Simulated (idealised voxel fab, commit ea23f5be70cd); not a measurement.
process module | voxel released beams
cross-section cut | 160 nm wide | cells 5 nm
A cross-section is a grid of square cells, given in bands from the top down. A band is one or more rows of cells.
Each band's line starts with the height of the band's top and of its bottom, in nm. Then come its materials from left to right, each with its width in nm. One material with "throughout" fills the band from edge to edge. "air" is empty space.
Height 0 is the level under which the wafer as received is all one material. The lowest band goes on downwards, as in "0 down".
A width such as "30 to 40" changes by the same amount from each row of cells to the next, from the band's top row to its bottom row.
"no change" after a step means that no cell of the cross-section changed.
closed voids: empty space of 8 cells or more with no open way to the top, each as width x height at its distance from the left edge, in nm
after a step's settings: what the simulator itself notes on the step
overlay nm, on a step with a mask: how far to the right of its planned place the mask lay; to the left if negative
plan
1 op RECEIVE | material Si
2 op CONFORMAL_DEP | material Al2O3 | thk nm 10
3 op DIRECTIONAL_DEP | material SiO2 | thk nm 20
4 op DIRECTIONAL_DEP | material aC | thk nm 15
5 op PATTERN | tone open | mask id ANCHOR | material resist | width nm 25 | thk nm 30 | overlay nm 0
6 op DIRECTIONAL_ETCH | etch materials aC | depth nm 15
7 op STRIP | etch materials resist
8 op DIRECTIONAL_ETCH | etch materials SiO2 | depth nm 20
9 op STRIP | etch materials aC
10 op CONFORMAL_DEP | material W | thk nm 10
11 op PATTERN | tone cover | mask id BEAM | material resist | width nm 80 | thk nm 20 | overlay nm 0
12 op DIRECTIONAL_ETCH | etch materials W | depth nm 10
13 op STRIP | etch materials resist
14 op STRIP | etch materials SiO2
as received, after step 1
  0 down: Si throughout
  closed voids: none
first wafer at the end, as planned
  40 to 30: air 35 | W 15 | air 5 | W 60 | air 45
  30 to 20: air 40 | W 10 | air 5 | W 10 | air 95
  20 to 10: air 40 | W 25 | air 95
  10 to 0: Al2O3 throughout
  0 down: Si throughout
  closed voids: none
second wafer at the end: like start, like plan, one mistake
  40 to 30: air 35 | W 40 | air 85
  30 to 20: air 30 | W 10 | SiO2 25 | W 10 | air 85
  20 to 10: air 30 | W 10 | SiO2 25 | W 50 | air 45
  10 to 0: Al2O3 throughout
  0 down: Si throughout
  closed voids: none
what went wrong: step 5 ran as: op PATTERN | tone cover | mask id ANCHOR | material resist | width nm 25 | thk nm 30 | overlay nm 0
at the end the second wafer has, in cells: 20 more of SiO2
